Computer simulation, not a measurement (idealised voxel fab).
voxel self aligned vias: a process module
The figure presents cross-section cut, which has a width of 220 nm and is divided into square cells with an edge length of 5 nm.
A cross-section in this document is a grid of square cells, and it is written down as bands, the top band listed before the ones below it; a band is made up of one or more rows of cells. Band entry format. Leading values: height of top, height of bottom, nm. Remainder: materials in left-to-right order, each with its width in nm. Special words: "full width" on a single material, which then fills the band edge to edge; "blank", empty space. Ref level 0: as-received wafer is one material below here. Bottom band extends down with no lower bound ("z 0 and below"). You'd read "30..40" like this: the band's top row of cells is as wide as the first number, its bottom row is as wide as the second, and going down, every row changes width by the same amount as the row before did. Any step labelled "nothing was modified" changed none of the cells in the cross-section. What "Closed voids list" gives you is every empty space of 8 cells or more that is cut off from the top. Each appears as width x height at distance, with the distance taken from the left edge and width, height and distance all in nm. Post-settings text on a step line: simulator's own remark regarding the step. Regarding "overlay nm": on a step with a mask, it is the distance the mask lay to the right of its planned place; a negative value places it to the left. Heads up before you read on: it's before/after pairs around one process step each, after side only down to the lowest band that changed, step plus settings under the pair. Pairs can be from different runs of this module, same starting wafer, so only chain a pair onto the one above if its "Geometry before processing" entry says so.

Geometry before processing:
	z 65 to 60: 40 of TiN  25 of blank  85 of TiN  25 of blank  45 of TiN
	z 60 to 45: 35 of lowk  5 of TiN  25 of blank  5 of TiN  75 of lowk  5 of TiN  25 of blank  5 of TiN  40 of lowk
	z 45 to 40: 35 of lowk  35 of TiN  75 of lowk  35 of TiN  40 of lowk
	z 40 to 35: SiCN full width
	z 35 to 15: lowk full width
	z 15 to 0: SiO2 full width
	z 0 and below: Si full width
	Closed voids list: none

Cross-Section After Step:
	z 75 to 65: Cu full width
	z 65 to 60: 40 of TiN  25 of Cu  85 of TiN  25 of Cu  45 of TiN
	z 60 to 45: 35 of lowk  5 of TiN  25 of Cu  5 of TiN  75 of lowk  5 of TiN  25 of Cu  5 of TiN  40 of lowk
	Everything below 45 is unchanged.
	Closed voids list: none
Which process step falls between the two cross-sections above? FILL_DEP (material Cu; thk nm 10)

Geometry before processing: the cross-section after the pair above

Cross-Section After Step:
	z 60 to 45: 35 of lowk  5 of TiN  25 of Cu  5 of TiN  75 of lowk  5 of TiN  25 of Cu  5 of TiN  40 of lowk
	Everything below 45 is unchanged.
	Closed voids list: none
Which process step falls between the two cross-sections above? CMP (height nm 60)

Geometry before processing: the cross-section after the pair above

Cross-Section After Step:
	z 65 to 60: SiN full width
	Everything below 60 is unchanged.
	Closed voids list: none
Which process step falls between the two cross-sections above? CONFORMAL_DEP (material SiN; thk nm 5)

Geometry before processing:
	z 0 and below: Si full width
	Closed voids list: none

Cross-Section After Step:
	z 5 to 0: SiO2 full width
	Everything below 0 is unchanged.
	Closed voids list: none
Which process step falls between the two cross-sections above? CONFORMAL_DEP (material SiO2; thk nm 5)

Geometry before processing: the cross-section after the pair above

Cross-Section After Step:
	z 10 to 5: SiCN full width
	Everything below 5 is unchanged.
	Closed voids list: none
Which process step falls between the two cross-sections above? CONFORMAL_DEP (material SiCN; thk nm 5)

Geometry before processing: the cross-section after the pair above

Cross-Section After Step:
	z 30 to 10: lowk full width
	Everything below 10 is unchanged.
	Closed voids list: none
Which process step falls between the two cross-sections above? DIRECTIONAL_DEP (material lowk; thk nm 20)

Geometry before processing: the cross-section after the pair above

Cross-Section After Step:
	z 40 to 30: aC full width
	Everything below 30 is unchanged.
	Closed voids list: none
Which process step falls between the two cross-sections above? DIRECTIONAL_DEP (material aC; thk nm 10)

Geometry before processing: the cross-section after the pair above

Cross-Section After Step:
	z 65 to 40: 40 of resist  25 of blank  30 of resist  25 of blank  30 of resist  25 of blank  45 of resist
	Everything below 40 is unchanged.
	Closed voids list: none
Which process step falls between the two cross-sections above? PATTERN (tone open; mask id LINES; material resist; width nm 25; pitch nm 55; thk nm 25; overlay nm 0)

Geometry before processing: the cross-section after the pair above

Cross-Section After Step:
	z 55 to 40: 40 of resist  25 of blank  30 of resist  25 of blank  30 of resist  25 of blank  45 of resist
	z 40 to 30: 40 of aC  25 of blank  30 of aC  25 of blank  30 of aC  25 of blank  45 of aC
	Everything below 30 is unchanged.
	Closed voids list: none
Which process step falls between the two cross-sections above? DIRECTIONAL_ETCH (etch materials aC; depth nm 10)

Geometry before processing: the cross-section after the pair above

Cross-Section After Step:
	z 40 to 30: 40 of aC  25 of blank  30 of aC  25 of blank  30 of aC  25 of blank  45 of aC
	Everything below 30 is unchanged.
	Closed voids list: none
Which process step falls between the two cross-sections above? STRIP (etch materials resist)

Geometry before processing: the cross-section after the pair above

Cross-Section After Step:
	z 40 to 30: 40 of aC  25 of blank  30 of aC  25 of blank  30 of aC  25 of blank  45 of aC
	z 30 to 10: 40 of lowk  25 of blank  30 of lowk  25 of blank  30 of lowk  25 of blank  45 of lowk
	Everything below 10 is unchanged.
	Closed voids list: none
Which process step falls between the two cross-sections above? DIRECTIONAL_ETCH (etch materials lowk; depth nm 20)

Geometry before processing: the cross-section after the pair above

Cross-Section After Step:
	z 30 to 10: 40 of lowk  25 of blank  30 of lowk  25 of blank  30 of lowk  25 of blank  45 of lowk
	Everything below 10 is unchanged.
	Closed voids list: none
Which process step falls between the two cross-sections above? STRIP (etch materials aC)

Geometry before processing: the cross-section after the pair above

Cross-Section After Step:
	z 35 to 30: 45 of TiN  15 of blank  40 of TiN  15 of blank  40 of TiN  15 of blank  50 of TiN
	z 30 to 15: 40 of lowk  5 of TiN  15 of blank  5 of TiN  30 of lowk  5 of TiN  15 of blank  5 of TiN  30 of lowk  5 of TiN  15 of blank  5 of TiN  45 of lowk
	z 15 to 10: 40 of lowk  25 of TiN  30 of lowk  25 of TiN  30 of lowk  25 of TiN  45 of lowk
	Everything below 10 is unchanged.
	Closed voids list: none
Which process step falls between the two cross-sections above? CONFORMAL_DEP (material TiN; thk nm 5)

Geometry before processing: the cross-section after the pair above

Cross-Section After Step:
	z 45 to 35: W full width
	z 35 to 30: 45 of TiN  15 of W  40 of TiN  15 of W  40 of TiN  15 of W  50 of TiN
	z 30 to 15: 40 of lowk  5 of TiN  15 of W  5 of TiN  30 of lowk  5 of TiN  15 of W  5 of TiN  30 of lowk  5 of TiN  15 of W  5 of TiN  45 of lowk
	Everything below 15 is unchanged.
	Closed voids list: none
Which process step falls between the two cross-sections above? FILL_DEP (material W; thk nm 10)

Geometry before processing: the cross-section after the pair above

Cross-Section After Step:
	z 40 to 35: W full width
	Everything below 35 is unchanged.
	Closed voids list: none
Which process step falls between the two cross-sections above? CMP (height nm 40)

Geometry before processing: the cross-section after the pair above

Cross-Section After Step:
	z 35 to 30: 45 of TiN  15 of W  40 of TiN  15 of W  40 of TiN  15 of W  50 of TiN
	Everything below 30 is unchanged.
	Closed voids list: none
Which process step falls between the two cross-sections above? SELECTIVE_ETCH (etch materials W Ru TiN; depth nm 5)

Geometry before processing: the cross-section after the pair above

Cross-Section After Step:
	z 45 to 35: SiN full width
	Everything below 35 is unchanged.
	Closed voids list: none
Which process step falls between the two cross-sections above? FILL_DEP (material SiN; thk nm 10)

Geometry before processing: the cross-section after the pair above

Cross-Section After Step:
	z 40 to 35: SiN full width
	Everything below 35 is unchanged.
	Closed voids list: none
Which process step falls between the two cross-sections above? CMP (height nm 40)

Geometry before processing: the cross-section after the pair above

Cross-Section After Step:
	z 60 to 40: lowk full width
	Everything below 40 is unchanged.
	Closed voids list: none
Which process step falls between the two cross-sections above? DIRECTIONAL_DEP (material lowk; thk nm 20)

Geometry before processing: the cross-section after the pair above

Cross-Section After Step:
	z 75 to 60: 35 of resist  35 of blank  75 of resist  35 of blank  40 of resist
	Everything below 60 is unchanged.
	Closed voids list: none
Which process step falls between the two cross-sections above? PATTERN (tone open; mask id VIAS; material resist; width nm 35; pitch nm 110; thk nm 15; overlay nm 0)

Geometry before processing: the cross-section after the pair above

Cross-Section After Step:
	z 75 to 60: 35 of resist  35 of blank  75 of resist  35 of blank  40 of resist
	z 60 to 40: 35 of lowk  35 of blank  75 of lowk  35 of blank  40 of lowk
	Everything below 40 is unchanged.
	Closed voids list: none
Which process step falls between the two cross-sections above? DIRECTIONAL_ETCH (etch materials lowk; depth nm 20)

Geometry before processing: the cross-section after the pair above

Cross-Section After Step:
	z 75 to 60: 35 of resist  35 of blank  75 of resist  35 of blank  40 of resist
	z 60 to 40: 35 of lowk  35 of blank  75 of lowk  35 of blank  40 of lowk
	z 40 to 35: 35 of SiN  35 of blank  75 of SiN  35 of blank  40 of SiN
	Everything below 35 is unchanged.
	Closed voids list: none
Which process step falls between the two cross-sections above? DIRECTIONAL_ETCH (etch materials SiN; depth nm 5)

Geometry before processing: the cross-section after the pair above

Cross-Section After Step:
	z 60 to 40: 35 of lowk  35 of blank  75 of lowk  35 of blank  40 of lowk
	Everything below 40 is unchanged.
	Closed voids list: none
Which process step falls between the two cross-sections above? STRIP (etch materials resist)

Geometry before processing: the cross-section after the pair above

Cross-Section After Step:
	z 65 to 60: 40 of TiN  25 of blank  85 of TiN  25 of blank  45 of TiN
	z 60 to 40: 35 of lowk  5 of TiN  25 of blank  5 of TiN  75 of lowk  5 of TiN  25 of blank  5 of TiN  40 of lowk
	z 40 to 35: 35 of SiN  35 of TiN  75 of SiN  35 of TiN  40 of SiN
	Everything below 35 is unchanged.
	Closed voids list: none
Which process step falls between the two cross-sections above? CONFORMAL_DEP (material TiN; thk nm 5)

Geometry before processing: the cross-section after the pair above

Cross-Section After Step:
	z 75 to 65: Cu full width
	z 65 to 60: 40 of TiN  25 of Cu  85 of TiN  25 of Cu  45 of TiN
	z 60 to 40: 35 of lowk  5 of TiN  25 of Cu  5 of TiN  75 of lowk  5 of TiN  25 of Cu  5 of TiN  40 of lowk
	Everything below 40 is unchanged.
	Closed voids list: none
Which process step falls between the two cross-sections above? FILL_DEP (material Cu; thk nm 10)

Geometry before processing: the cross-section after the pair above

Cross-Section After Step:
	z 60 to 40: 35 of lowk  5 of TiN  25 of Cu  5 of TiN  75 of lowk  5 of TiN  25 of Cu  5 of TiN  40 of lowk
	Everything below 40 is unchanged.
	Closed voids list: none
Which process step falls between the two cross-sections above? CMP (height nm 60)

Geometry before processing: the cross-section after the pair above

Cross-Section After Step:
	z 65 to 60: SiN full width
	Everything below 60 is unchanged.
	Closed voids list: none
Which process step falls between the two cross-sections above? CONFORMAL_DEP (material SiN; thk nm 5)

Geometry before processing:
	z 60 to 40: lowk full width
	z 40 to 35: 40 of lowk  25 of SiN  30 of lowk  25 of SiN  30 of lowk  25 of SiN  45 of lowk
	z 35 to 25: 40 of lowk  5 of TiN  15 of W  5 of TiN  30 of lowk  5 of TiN  15 of W  5 of TiN  30 of lowk  5 of TiN  15 of W  5 of TiN  45 of lowk
	z 25 to 20: 40 of lowk  25 of TiN  30 of lowk  25 of TiN  30 of lowk  25 of TiN  45 of lowk
	z 20 to 15: SiCN full width
	z 15 to 0: SiO2 full width
	z 0 and below: Si full width
	Closed voids list: none

Cross-Section After Step:
	z 75 to 60: 30 of resist  45 of blank  65 of resist  45 of blank  35 of resist
	Everything below 60 is unchanged.
	Closed voids list: none
Which process step falls between the two cross-sections above? PATTERN (tone open; mask id VIAS; material resist; width nm 45; pitch nm 110; thk nm 15; overlay nm 0)

Geometry before processing: the cross-section after the pair above

Cross-Section After Step:
	z 75 to 60: 30 of resist  45 of blank  65 of resist  45 of blank  35 of resist
	z 60 to 40: 30 of lowk  45 of blank  65 of lowk  45 of blank  35 of lowk
	Everything below 40 is unchanged.
	Closed voids list: none
Which process step falls between the two cross-sections above? DIRECTIONAL_ETCH (etch materials lowk; depth nm 20)

Geometry before processing: the cross-section after the pair above

Cross-Section After Step:
	z 75 to 60: 30 of resist  45 of blank  65 of resist  45 of blank  35 of resist
	z 60 to 40: 30 of lowk  45 of blank  65 of lowk  45 of blank  35 of lowk
	z 40 to 35: 40 of lowk  25 of blank  30 of lowk  25 of SiN  30 of lowk  25 of blank  45 of lowk
	Everything below 35 is unchanged.
	Closed voids list: none
Which process step falls between the two cross-sections above? DIRECTIONAL_ETCH (etch materials SiN; depth nm 5)

Geometry before processing: the cross-section after the pair above

Cross-Section After Step:
	z 60 to 40: 30 of lowk  45 of blank  65 of lowk  45 of blank  35 of lowk
	Everything below 40 is unchanged.
	Closed voids list: none
Which process step falls between the two cross-sections above? STRIP (etch materials resist)

Geometry before processing: the cross-section after the pair above

Cross-Section After Step:
	z 65 to 60: 35 of TiN  35 of blank  75 of TiN  35 of blank  40 of TiN
	z 60 to 45: 30 of lowk  5 of TiN  35 of blank  5 of TiN  65 of lowk  5 of TiN  35 of blank  5 of TiN  35 of lowk
	z 45 to 40: 30 of lowk  15 of TiN  15 of blank  15 of TiN  65 of lowk  15 of TiN  15 of blank  15 of TiN  35 of lowk
	z 40 to 35: 40 of lowk  25 of TiN  30 of lowk  25 of SiN  30 of lowk  25 of TiN  45 of lowk
	Everything below 35 is unchanged.
	Closed voids list: none
Which process step falls between the two cross-sections above? CONFORMAL_DEP (material TiN; thk nm 5)

Geometry before processing: the cross-section after the pair above

Cross-Section After Step:
	z 75 to 65: Cu full width
	z 65 to 60: 35 of TiN  35 of Cu  75 of TiN  35 of Cu  40 of TiN
	z 60 to 45: 30 of lowk  5 of TiN  35 of Cu  5 of TiN  65 of lowk  5 of TiN  35 of Cu  5 of TiN  35 of lowk
	z 45 to 40: 30 of lowk  15 of TiN  15 of Cu  15 of TiN  65 of lowk  15 of TiN  15 of Cu  15 of TiN  35 of lowk
	Everything below 40 is unchanged.
	Closed voids list: none
Which process step falls between the two cross-sections above? FILL_DEP (material Cu; thk nm 10)

Geometry before processing: the cross-section after the pair above

Cross-Section After Step:
	z 60 to 45: 30 of lowk  5 of TiN  35 of Cu  5 of TiN  65 of lowk  5 of TiN  35 of Cu  5 of TiN  35 of lowk
	Everything below 45 is unchanged.
	Closed voids list: none
Which process step falls between the two cross-sections above? CMP (height nm 60)

Geometry before processing: the cross-section after the pair above

Cross-Section After Step:
	z 65 to 60: SiN full width
	Everything below 60 is unchanged.
	Closed voids list: none
Which process step falls between the two cross-sections above? CONFORMAL_DEP (material SiN; thk nm 5)

Geometry before processing:
	z 50 to 40: aC full width
	z 40 to 20: lowk full width
	z 20 to 15: SiCN full width
	z 15 to 0: SiO2 full width
	z 0 and below: Si full width
	Closed voids list: none

Cross-Section After Step:
	z 75 to 50: 45 of resist  25 of blank  30 of resist  25 of blank  30 of resist  25 of blank  40 of resist
	Everything below 50 is unchanged.
	Closed voids list: none
Which process step falls between the two cross-sections above? PATTERN (tone open; mask id LINES; material resist; width nm 25; pitch nm 55; thk nm 25; overlay nm 5)

Geometry before processing: the cross-section after the pair above

Cross-Section After Step:
	z 65 to 50: 45 of resist  25 of blank  30 of resist  25 of blank  30 of resist  25 of blank  40 of resist
	z 50 to 40: 45 of aC  25 of blank  30 of aC  25 of blank  30 of aC  25 of blank  40 of aC
	Everything below 40 is unchanged.
	Closed voids list: none
Which process step falls between the two cross-sections above? DIRECTIONAL_ETCH (etch materials aC; depth nm 10)

Geometry before processing: the cross-section after the pair above

Cross-Section After Step:
	z 50 to 40: 45 of aC  25 of blank  30 of aC  25 of blank  30 of aC  25 of blank  40 of aC
	Everything below 40 is unchanged.
	Closed voids list: none
Which process step falls between the two cross-sections above? STRIP (etch materials resist)

Geometry before processing: the cross-section after the pair above

Cross-Section After Step:
	z 50 to 40: 45 of aC  25 of blank  30 of aC  25 of blank  30 of aC  25 of blank  40 of aC
	z 40 to 20: 45 of lowk  25 of blank  30 of lowk  25 of blank  30 of lowk  25 of blank  40 of lowk
	Everything below 20 is unchanged.
	Closed voids list: none
Which process step falls between the two cross-sections above? DIRECTIONAL_ETCH (etch materials lowk; depth nm 20)

Geometry before processing: the cross-section after the pair above

Cross-Section After Step:
	z 40 to 20: 45 of lowk  25 of blank  30 of lowk  25 of blank  30 of lowk  25 of blank  40 of lowk
	Everything below 20 is unchanged.
	Closed voids list: none
Which process step falls between the two cross-sections above? STRIP (etch materials aC)

Geometry before processing: the cross-section after the pair above

Cross-Section After Step:
	z 45 to 40: 50 of TiN  15 of blank  40 of TiN  15 of blank  40 of TiN  15 of blank  45 of TiN
	z 40 to 25: 45 of lowk  5 of TiN  15 of blank  5 of TiN  30 of lowk  5 of TiN  15 of blank  5 of TiN  30 of lowk  5 of TiN  15 of blank  5 of TiN  40 of lowk
	z 25 to 20: 45 of lowk  25 of TiN  30 of lowk  25 of TiN  30 of lowk  25 of TiN  40 of lowk
	Everything below 20 is unchanged.
	Closed voids list: none
Which process step falls between the two cross-sections above? CONFORMAL_DEP (material TiN; thk nm 5)

Geometry before processing: the cross-section after the pair above

Cross-Section After Step:
	z 55 to 45: W full width
	z 45 to 40: 50 of TiN  15 of W  40 of TiN  15 of W  40 of TiN  15 of W  45 of TiN
	z 40 to 25: 45 of lowk  5 of TiN  15 of W  5 of TiN  30 of lowk  5 of TiN  15 of W  5 of TiN  30 of lowk  5 of TiN  15 of W  5 of TiN  40 of lowk
	Everything below 25 is unchanged.
	Closed voids list: none
Which process step falls between the two cross-sections above? FILL_DEP (material W; thk nm 10)

Geometry before processing: the cross-section after the pair above

Cross-Section After Step:
	z 40 to 25: 45 of lowk  5 of TiN  15 of W  5 of TiN  30 of lowk  5 of TiN  15 of W  5 of TiN  30 of lowk  5 of TiN  15 of W  5 of TiN  40 of lowk
	Everything below 25 is unchanged.
	Closed voids list: none
Which process step falls between the two cross-sections above? CMP (height nm 40)

Geometry before processing: the cross-section after the pair above

Cross-Section After Step:
	z 40 to 35: 45 of lowk  25 of blank  30 of lowk  25 of blank  30 of lowk  25 of blank  40 of lowk
	Everything below 35 is unchanged.
	Closed voids list: none
Which process step falls between the two cross-sections above? SELECTIVE_ETCH (etch materials W Ru TiN; depth nm 5)

Geometry before processing: the cross-section after the pair above

Cross-Section After Step:
	z 50 to 40: SiN full width
	z 40 to 35: 45 of lowk  25 of SiN  30 of lowk  25 of SiN  30 of lowk  25 of SiN  40 of lowk
	Everything below 35 is unchanged.
	Closed voids list: none
Which process step falls between the two cross-sections above? FILL_DEP (material SiN; thk nm 10)

Geometry before processing: the cross-section after the pair above

Cross-Section After Step:
	z 40 to 35: 45 of lowk  25 of SiN  30 of lowk  25 of SiN  30 of lowk  25 of SiN  40 of lowk
	Everything below 35 is unchanged.
	Closed voids list: none
Which process step falls between the two cross-sections above? CMP (height nm 40)

Geometry before processing: the cross-section after the pair above

Cross-Section After Step:
	z 60 to 40: lowk full width
	Everything below 40 is unchanged.
	Closed voids list: none
Which process step falls between the two cross-sections above? DIRECTIONAL_DEP (material lowk; thk nm 20)

Geometry before processing: the cross-section after the pair above

Cross-Section After Step:
	z 75 to 60: 35 of resist  35 of blank  75 of resist  35 of blank  40 of resist
	Everything below 60 is unchanged.
	Closed voids list: none
Which process step falls between the two cross-sections above? PATTERN (tone open; mask id VIAS; material resist; width nm 35; pitch nm 110; thk nm 15; overlay nm 0)

Geometry before processing: the cross-section after the pair above

Cross-Section After Step:
	z 75 to 60: 35 of resist  35 of blank  75 of resist  35 of blank  40 of resist
	z 60 to 40: 35 of lowk  35 of blank  75 of lowk  35 of blank  40 of lowk
	Everything below 40 is unchanged.
	Closed voids list: none
Which process step falls between the two cross-sections above? DIRECTIONAL_ETCH (etch materials lowk; depth nm 20)

Geometry before processing: the cross-section after the pair above

Cross-Section After Step:
	z 75 to 60: 35 of resist  35 of blank  75 of resist  35 of blank  40 of resist
	z 60 to 40: 35 of lowk  35 of blank  75 of lowk  35 of blank  40 of lowk
	z 40 to 35: 45 of lowk  25 of blank  30 of lowk  25 of SiN  30 of lowk  25 of blank  40 of lowk
	Everything below 35 is unchanged.
	Closed voids list: none
Which process step falls between the two cross-sections above? DIRECTIONAL_ETCH (etch materials SiN; depth nm 5)

Geometry before processing: the cross-section after the pair above

Cross-Section After Step:
	z 60 to 40: 35 of lowk  35 of blank  75 of lowk  35 of blank  40 of lowk
	Everything below 40 is unchanged.
	Closed voids list: none
Which process step falls between the two cross-sections above? STRIP (etch materials resist)

Geometry before processing: the cross-section after the pair above

Cross-Section After Step:
	z 65 to 60: 40 of TiN  25 of blank  85 of TiN  25 of blank  45 of TiN
	z 60 to 45: 35 of lowk  5 of TiN  25 of blank  5 of TiN  75 of lowk  5 of TiN  25 of blank  5 of TiN  40 of lowk
	z 45 to 40: 35 of lowk  15 of TiN  15 of blank  5 of TiN  75 of lowk  15 of TiN  15 of blank  5 of TiN  40 of lowk
	z 40 to 35: 45 of lowk  25 of TiN  30 of lowk  25 of SiN  30 of lowk  25 of TiN  40 of lowk
	Everything below 35 is unchanged.
	Closed voids list: none
Which process step falls between the two cross-sections above? CONFORMAL_DEP (material TiN; thk nm 5)

Geometry before processing: the cross-section after the pair above

Cross-Section After Step:
	z 75 to 65: Cu full width
	z 65 to 60: 40 of TiN  25 of Cu  85 of TiN  25 of Cu  45 of TiN
	z 60 to 45: 35 of lowk  5 of TiN  25 of Cu  5 of TiN  75 of lowk  5 of TiN  25 of Cu  5 of TiN  40 of lowk
	z 45 to 40: 35 of lowk  15 of TiN  15 of Cu  5 of TiN  75 of lowk  15 of TiN  15 of Cu  5 of TiN  40 of lowk
	Everything below 40 is unchanged.
	Closed voids list: none
Which process step falls between the two cross-sections above? FILL_DEP (material Cu; thk nm 10)

Geometry before processing: the cross-section after the pair above

Cross-Section After Step:
	z 60 to 45: 35 of lowk  5 of TiN  25 of Cu  5 of TiN  75 of lowk  5 of TiN  25 of Cu  5 of TiN  40 of lowk
	Everything below 45 is unchanged.
	Closed voids list: none
Which process step falls between the two cross-sections above? CMP (height nm 60)

Geometry before processing: the cross-section after the pair above

Cross-Section After Step:
	z 65 to 60: SiN full width
	Everything below 60 is unchanged.
	Closed voids list: none
Which process step falls between the two cross-sections above? CONFORMAL_DEP (material SiN; thk nm 5)

Geometry before processing:
	z 65 to 60: 40 of TiN  25 of blank  85 of TiN  25 of blank  45 of TiN
	z 60 to 45: 35 of lowk  5 of TiN  25 of blank  5 of TiN  75 of lowk  5 of TiN  25 of blank  5 of TiN  40 of lowk
	z 45 to 40: 35 of lowk  10 of TiN  15 of blank  10 of TiN  75 of lowk  10 of TiN  15 of blank  10 of TiN  40 of lowk
	z 40 to 35: 40 of lowk  25 of TiN  30 of lowk  25 of SiN  30 of lowk  25 of TiN  45 of lowk
	z 35 to 25: 40 of lowk  5 of TiN  15 of W  5 of TiN  30 of lowk  5 of TiN  15 of W  5 of TiN  30 of lowk  5 of TiN  15 of W  5 of TiN  45 of lowk
	z 25 to 20: 40 of lowk  25 of TiN  30 of lowk  25 of TiN  30 of lowk  25 of TiN  45 of lowk
	z 20 to 15: SiCN full width
	z 15 to 0: SiO2 full width
	z 0 and below: Si full width
	Closed voids list: none

Cross-Section After Step:
	z 75 to 65: W full width
	z 65 to 60: 40 of TiN  25 of W  85 of TiN  25 of W  45 of TiN
	z 60 to 45: 35 of lowk  5 of TiN  25 of W  5 of TiN  75 of lowk  5 of TiN  25 of W  5 of TiN  40 of lowk
	z 45 to 40: 35 of lowk  10 of TiN  15 of W  10 of TiN  75 of lowk  10 of TiN  15 of W  10 of TiN  40 of lowk
	Everything below 40 is unchanged.
	Closed voids list: none
Which process step falls between the two cross-sections above? FILL_DEP (material W; thk nm 10)

Geometry before processing: the cross-section after the pair above

Cross-Section After Step:
	z 60 to 45: 35 of lowk  5 of TiN  25 of W  5 of TiN  75 of lowk  5 of TiN  25 of W  5 of TiN  40 of lowk
	Everything below 45 is unchanged.
	Closed voids list: none
Which process step falls between the two cross-sections above? CMP (height nm 60)

Geometry before processing: the cross-section after the pair above

Cross-Section After Step:
	z 65 to 60: SiN full width
	Everything below 60 is unchanged.
	Closed voids list: none
Which process step falls between the two cross-sections above? CONFORMAL_DEP (material SiN; thk nm 5)

Geometry before processing:
	z 60 to 40: lowk full width
	z 40 to 35: 40 of lowk  25 of SiN  30 of lowk  25 of SiN  30 of lowk  25 of SiN  45 of lowk
	z 35 to 25: 40 of lowk  5 of TiN  15 of W  5 of TiN  30 of lowk  5 of TiN  15 of W  5 of TiN  30 of lowk  5 of TiN  15 of W  5 of TiN  45 of lowk
	z 25 to 20: 40 of lowk  25 of TiN  30 of lowk  25 of TiN  30 of lowk  25 of TiN  45 of lowk
	z 20 to 15: SiCN full width
	z 15 to 0: SiO2 full width
	z 0 and below: Si full width
	Closed voids list: none

Cross-Section After Step:
	z 75 to 60: 35 of blank  35 of resist  75 of blank  35 of resist  40 of blank
	Everything below 60 is unchanged.
	Closed voids list: none
Which process step falls between the two cross-sections above? PATTERN (tone cover; mask id VIAS; material resist; width nm 35; pitch nm 110; thk nm 15; overlay nm 0)

Geometry before processing: the cross-section after the pair above

Cross-Section After Step:
	z 75 to 60: 35 of blank  35 of resist  75 of blank  35 of resist  40 of blank
	z 60 to 40: 35 of blank  35 of lowk  75 of blank  35 of lowk  40 of blank
	Everything below 40 is unchanged.
	Closed voids list: none
Which process step falls between the two cross-sections above? DIRECTIONAL_ETCH (etch materials lowk; depth nm 20)

Geometry before processing: the cross-section after the pair above

Cross-Section After Step:
	z 75 to 60: 35 of blank  35 of resist  75 of blank  35 of resist  40 of blank
	z 60 to 40: 35 of blank  35 of lowk  75 of blank  35 of lowk  40 of blank
	z 40 to 35: 40 of lowk  25 of SiN  30 of lowk  25 of blank  30 of lowk  25 of SiN  45 of lowk
	Everything below 35 is unchanged.
	Closed voids list: none
Which process step falls between the two cross-sections above? DIRECTIONAL_ETCH (etch materials SiN; depth nm 5)

Geometry before processing: the cross-section after the pair above

Cross-Section After Step:
	z 60 to 40: 35 of blank  35 of lowk  75 of blank  35 of lowk  40 of blank
	Everything below 40 is unchanged.
	Closed voids list: none
Which process step falls between the two cross-sections above? STRIP (etch materials resist)

Geometry before processing: the cross-section after the pair above

Cross-Section After Step:
	z 65 to 60: 30 of blank  45 of TiN  65 of blank  45 of TiN  35 of blank
	z 60 to 45: 30 of blank  5 of TiN  35 of lowk  5 of TiN  65 of blank  5 of TiN  35 of lowk  5 of TiN  35 of blank
	z 45 to 40: 35 of TiN  35 of lowk  30 of TiN  15 of blank  30 of TiN  35 of lowk  40 of TiN
	z 40 to 35: 40 of lowk  25 of SiN  30 of lowk  25 of TiN  30 of lowk  25 of SiN  45 of lowk
	Everything below 35 is unchanged.
	Closed voids list: none
Which process step falls between the two cross-sections above? CONFORMAL_DEP (material TiN; thk nm 5)

Geometry before processing: the cross-section after the pair above

Cross-Section After Step:
	z 75 to 65: Cu full width
	z 65 to 60: 30 of Cu  45 of TiN  65 of Cu  45 of TiN  35 of Cu
	z 60 to 45: 30 of Cu  5 of TiN  35 of lowk  5 of TiN  65 of Cu  5 of TiN  35 of lowk  5 of TiN  35 of Cu
	z 45 to 40: 35 of TiN  35 of lowk  30 of TiN  15 of Cu  30 of TiN  35 of lowk  40 of TiN
	Everything below 40 is unchanged.
	Closed voids list: none
Which process step falls between the two cross-sections above? FILL_DEP (material Cu; thk nm 10)

Geometry before processing: the cross-section after the pair above

Cross-Section After Step:
	z 60 to 45: 30 of Cu  5 of TiN  35 of lowk  5 of TiN  65 of Cu  5 of TiN  35 of lowk  5 of TiN  35 of Cu
	Everything below 45 is unchanged.
	Closed voids list: none
Which process step falls between the two cross-sections above? CMP (height nm 60)

Geometry before processing: the cross-section after the pair above

Cross-Section After Step:
	z 65 to 60: SiN full width
	Everything below 60 is unchanged.
	Closed voids list: none
Which process step falls between the two cross-sections above? CONFORMAL_DEP (material SiN; thk nm 5)
